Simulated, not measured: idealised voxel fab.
The process module presented herein is designated voxel spacer lines.
The width of the displayed cross-section, cut, is 220 nm; its cells are square, with a size of 5 nm.
A cross-section is a grid of square cells, given in bands from the top down. A band is one or more rows of cells. A band entry consists of two parts. The first gives the height of the band's top and the height of its bottom, in nm. The rest lists the band's materials from left to right, each with its width in nm. A single material labelled with the word "all across" fills the band from edge to edge, and the word "air" marks empty space. Convention: height 0 is the level below which the wafer, as received, is all one material. The lowest band does not terminate at the bottom but continues downward, represented as "z 0 and below". Quick explanation for "30..40": the width changes in equal steps down the rows of cells, from the first number in the band's top row to the second number in its bottom row. The cross-section has no changed cell in any step marked "identical to before". What "Sealed internal voids" gives you is every empty space of 8 cells or more that is cut off from the top. Each appears as width x height at distance, with the distance taken from the left edge and width, height and distance all in nm. If you see something after the settings on a step's line, that's the simulator's own remark about that step. A step's line can hold "overlay nm"; with a mask on that step, the setting says how far right of the planned place the mask lay, while a negative setting says it lay to the left.

Process steps - plan:
step 1: RECEIVE,material Si
step 2: CONFORMAL_DEP,material Al2O3,thk nm 5
step 3: DIRECTIONAL_DEP,material TiN,thk nm 20
step 4: DIRECTIONAL_DEP,material aC,thk nm 30
step 5: PATTERN,tone cover,mask id MANDREL,material resist,width nm 20,pitch nm 70,thk nm 40,overlay nm 0
step 6: DIRECTIONAL_ETCH,etch materials aC,depth nm 30
step 7: STRIP,etch materials resist
step 8: CONFORMAL_DEP,material SiN,thk nm 15
step 9: DIRECTIONAL_ETCH,etch materials SiN,depth nm 15
step 10: STRIP,etch materials aC
step 11: DIRECTIONAL_ETCH,etch materials TiN,depth nm 20
step 12: STRIP,etch materials SiN

Wafer at receipt (post step 1), cross-section:
  z 0 and below | Si all across
  Sealed internal voids: none

End state of the module in cross-section, given the above starting point and plan and one mistake in execution:
  z 20 to 0 | 15 air | 15 TiN | 20 air | 15 TiN | 20 air | 15 TiN | 20 air | 15 TiN | 20 air | 15 TiN | 20 air | 15 TiN | 15 air
  z 0 and below | Si all across
  Sealed internal voids: none
Finding, execution versus plan: step 2 of the plan: omitted, not performed
